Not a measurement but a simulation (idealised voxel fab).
Title: Process Module voxel gate over fins
Each square cell in cross-section cut measures 5 nm, and the section as a whole is 285 nm wide.
Bands, listed from the top down, are how a cross-section gets written in this document; the cross-section itself is a grid of square cells, and a band is one or more rows of them. Heights first: top, then bottom, in nm. Then materials, left to right, each with a width in nm. "all across" on a single material: fills the band edge to edge. "blank": empty space. All heights in this document are referenced to 0, defined as the level beneath which the wafer, as received, consists entirely of one material. The lowest band is not bounded below; it extends indefinitely downward and is written in the form "z 0 and below". Width "30..40": first value at the band's top row of cells, second value at its bottom row, equal change from row to row. "nothing was modified" after a step means that no cell of the cross-section changed. The list in "Enclosed voids" covers empty spaces of 8 cells or more that cannot reach the top through any open way, and it gives each as width x height at distance; the distance is from the left edge, and width, height and distance are in nm. Heads up: the bit after the settings on a step's line is the simulator's remark on that step. overlay nm: on a step with a mask, how far right of its planned place the mask lay; negative means left.

This section lists the process steps that were planned
1: RECEIVE,material Si
2: CONFORMAL_DEP,material SiN,thk nm 10
3: PATTERN,tone cover,mask id FINS,material resist,width nm 15,pitch nm 40,thk nm 15,overlay nm 0
4: DIRECTIONAL_ETCH,etch materials SiN,depth nm 10
5: DIRECTIONAL_ETCH,etch materials Si,depth nm 30
6: STRIP,etch materials resist
7: FILL_DEP,material SiO2,thk nm 5
8: CMP,height nm 10
9: SELECTIVE_ETCH,etch materials SiO2,depth nm 25
10: STRIP,etch materials SiN
11: CONFORMAL_DEP,material HfO2,thk nm 5
12: CONFORMAL_DEP,material TiN,thk nm 5
13: FILL_DEP,material W,thk nm 10
14: CMP,height nm 15
15: CONFORMAL_DEP,material SiCN,thk nm 10

As received (post step 1): cross-section
z 0 and below  Si all across
Enclosed voids: none

End-of-module XS, first of two wafers, run as planned
z 25 to 15  SiCN all across
z 15 to 10  W all across
z 10 to 5  105 of W | 35 of TiN | 5 of W | 35 of TiN | 105 of W
z 5 to 0  105 of W | 5 of TiN | 25 of HfO2 | 5 of TiN | 5 of W | 5 of TiN | 25 of HfO2 | 5 of TiN | 105 of W
z 0 to -5  105 of W | 5 of TiN | 5 of HfO2 | 15 of Si | 5 of HfO2 | 5 of TiN | 5 of W | 5 of TiN | 5 of HfO2 | 15 of Si | 5 of HfO2 | 5 of TiN | 105 of W
z -5 to -10  110 of TiN | 5 of HfO2 | 15 of Si | 5 of HfO2 | 15 of TiN | 5 of HfO2 | 15 of Si | 5 of HfO2 | 110 of TiN
z -10 to -15  115 of HfO2 | 15 of Si | 25 of HfO2 | 15 of Si | 115 of HfO2
z -15 to -30  115 of SiO2 | 15 of Si | 25 of SiO2 | 15 of Si | 115 of SiO2
z -30 and below  Si all across
Enclosed voids: none

Presented here is a cross-section of the second of the two wafers as it stood at the end of the module. It was started in the same manner and assigned the same plan as the first wafer; however, one mistake was made in its execution
z 25 to 15  SiCN all across
z 15 to 10  W all across
z 10 to 5  105 of W | 35 of HfO2 | 5 of W | 35 of HfO2 | 105 of W
z 5 to 0  105 of W | 5 of HfO2 | 25 of TiN | 5 of HfO2 | 5 of W | 5 of HfO2 | 25 of TiN | 5 of HfO2 | 105 of W
z 0 to -5  105 of W | 5 of HfO2 | 5 of TiN | 15 of Si | 5 of TiN | 5 of HfO2 | 5 of W | 5 of HfO2 | 5 of TiN | 15 of Si | 5 of TiN | 5 of HfO2 | 105 of W
z -5 to -10  110 of HfO2 | 5 of TiN | 15 of Si | 5 of TiN | 15 of HfO2 | 5 of TiN | 15 of Si | 5 of TiN | 110 of HfO2
z -10 to -15  115 of TiN | 15 of Si | 25 of TiN | 15 of Si | 115 of TiN
z -15 to -30  115 of SiO2 | 15 of Si | 25 of SiO2 | 15 of Si | 115 of SiO2
z -30 and below  Si all across
Enclosed voids: none
Run error: steps 11 and 12 of the plan were each performed in the slot designated for the other
At the close, every material occupies the same number of cells on the second wafer as on the first, only in different positions.
